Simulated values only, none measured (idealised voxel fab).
process module | voxel quadruple lines
cross-section cut | 265 nm wide | cells 5 nm
A cross-section is a grid of square cells, given in bands from the top down. A band is one or more rows of cells.
Each band's line starts with the height of the band's top and of its bottom, in nm. Then come its materials from left to right, each with its width in nm. One material with "throughout" fills the band from edge to edge. "air" is empty space.
Height 0 is the level under which the wafer as received is all one material. The lowest band goes on downwards, as in "0 down".
A width such as "30 to 40" changes by the same amount from each row of cells to the next, from the band's top row to its bottom row.
"no change" after a step means that no cell of the cross-section changed.
closed voids: empty space of 8 cells or more with no open way to the top, each as width x height at its distance from the left edge, in nm
after a step's settings: what the simulator itself notes on the step
overlay nm, on a step with a mask: how far to the right of its planned place the mask lay; to the left if negative
plan
1 op RECEIVE | material Si
2 op CONFORMAL_DEP | material SiO2 | thk nm 5
3 op DIRECTIONAL_DEP | material W | thk nm 10
4 op DIRECTIONAL_DEP | material polySi | thk nm 20
5 op DIRECTIONAL_DEP | material aC | thk nm 20
6 op PATTERN | tone cover | mask id MANDREL | material resist | width nm 25 | pitch nm 80 | thk nm 25 | overlay nm 0
7 op DIRECTIONAL_ETCH | etch materials aC | depth nm 20
8 op STRIP | etch materials resist
9 op CONFORMAL_DEP | material SiO2 | thk nm 15
10 op DIRECTIONAL_ETCH | etch materials SiO2 | depth nm 15
11 op STRIP | etch materials aC
12 op DIRECTIONAL_ETCH | etch materials polySi | depth nm 20
13 op STRIP | etch materials SiO2
14 op CONFORMAL_DEP | material SiN | thk nm 5
15 op DIRECTIONAL_ETCH | etch materials SiN | depth nm 5
16 op STRIP | etch materials polySi
17 op DIRECTIONAL_ETCH | etch materials W | depth nm 10
18 op STRIP | etch materials SiN
19 op FILL_DEP | material lowk | thk nm 10
20 op CMP | height nm 15
as received, after step 1
  0 down: Si throughout
  closed voids: none
first wafer at the end, as planned
  15 to 5: lowk 60 | W 5 | lowk 15 | W 5 | lowk 15 | W 5 | lowk 15 | W 5 | lowk 15 | W 5 | lowk 15 | W 5 | lowk 15 | W 5 | lowk 15 | W 5 | lowk 60
  5 to 0: SiO2 throughout
  0 down: Si throughout
  closed voids: none
second wafer at the end: like start, like plan, one mistake
  15 to 5: lowk 60 | W 5 | lowk 15 | W 5 | lowk 15 | W 5 | lowk 15 | W 5 | lowk 15 | W 5 | lowk 15 | W 5 | lowk 15 | W 5 | lowk 15 | W 5 | lowk 60
  5 to 0: W throughout
  0 down: Si throughout
  closed voids: none
what went wrong: step 2 ran as: op CONFORMAL_DEP | material W | thk nm 5
at the end the second wafer has, in cells: 53 fewer of SiO2 | 53 more of W
